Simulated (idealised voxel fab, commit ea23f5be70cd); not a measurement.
Documented hereafter: the process module known as voxel plated lines.
Section cut is 180 nm wide and gridded with 5 nm square cells.
A cross-section is a grid of square cells, given in bands from the top down. A band is one or more rows of cells. Within each band entry, the heights of the top and of the bottom of the band appear first, in that order and in nm; the materials of the band then follow from left to right, each with its corresponding width in nm. The designation "everywhere" on a single material indicates that it fills the band from edge to edge; the designation "blank" indicates empty space. It should be noted that heights are counted from 0, beneath which the wafer as supplied is of one material throughout, and that the lowest band possesses no lower boundary but continues downward, as written in "0 -> down". Think of "30 to 40" as a width that walks from the first number to the second as you go down the band, top row to bottom row, taking equal-sized steps from row to row. The designation "nothing was modified", where it is given for a processing step, indicates that no cell of the cross-section was altered in the course of that step. Each empty space that has no open way to the top and spans at least 8 cells appears under "Sealed void listing" as width x height at distance, the distance counted from the left edge, all in nm. On each step's line, the part that comes after the settings is the simulator's own comment on the step. "overlay nm", when on a step's line for a step with a mask, measures how far to the right of its planned place the mask lay; a negative measure means to the left.
The planned process steps are enumerated hereunder:
| 1 | RECEIVE (material Si) |
| 2 | CONFORMAL_DEP (material SiN; thk nm 10) |
| 3 | DIRECTIONAL_DEP (material TiN; thk nm 5) |
| 4 | PATTERN (tone open; mask id LINES; material resist; width nm 15; pitch nm 40; thk nm 30; overlay nm 0) |
| 5 | EPI (material Ru; thk nm 10) |
| 6 | EPI (material Ru; thk nm 10) |
| 7 | STRIP (etch materials resist) |
| 8 | DIRECTIONAL_ETCH (etch materials TiN; depth nm 5) |
| 9 | CONFORMAL_DEP (material SiCN; thk nm 10) |
Cross-section, incoming material, after step 1:
    0 -> down | Si everywhere
    Sealed void listing: none
Here's the wafer cut in cross-section after the module, started and planned just like above, except one thing was done wrong in the run:
    45 -> 35 | SiCN everywhere
    35 -> 15 | 20 of Ru, then 15 of SiCN, then 25 of Ru, then 15 of SiCN, then 25 of Ru, then 15 of SiCN, then 25 of Ru, then 15 of SiCN, then 25 of Ru
    15 -> 10 | 20 of TiN, then 15 of SiCN, then 25 of TiN, then 15 of SiCN, then 25 of TiN, then 15 of SiCN, then 25 of TiN, then 15 of SiCN, then 25 of TiN
    10 -> 0 | SiN everywhere
    0 -> down | Si everywhere
    Sealed void listing: none
Misprocessing identified: not per plan at step 4, really ran PATTERN (tone cover; mask id LINES; material resist; width nm 15; pitch nm 40; thk nm 30; overlay nm 0)
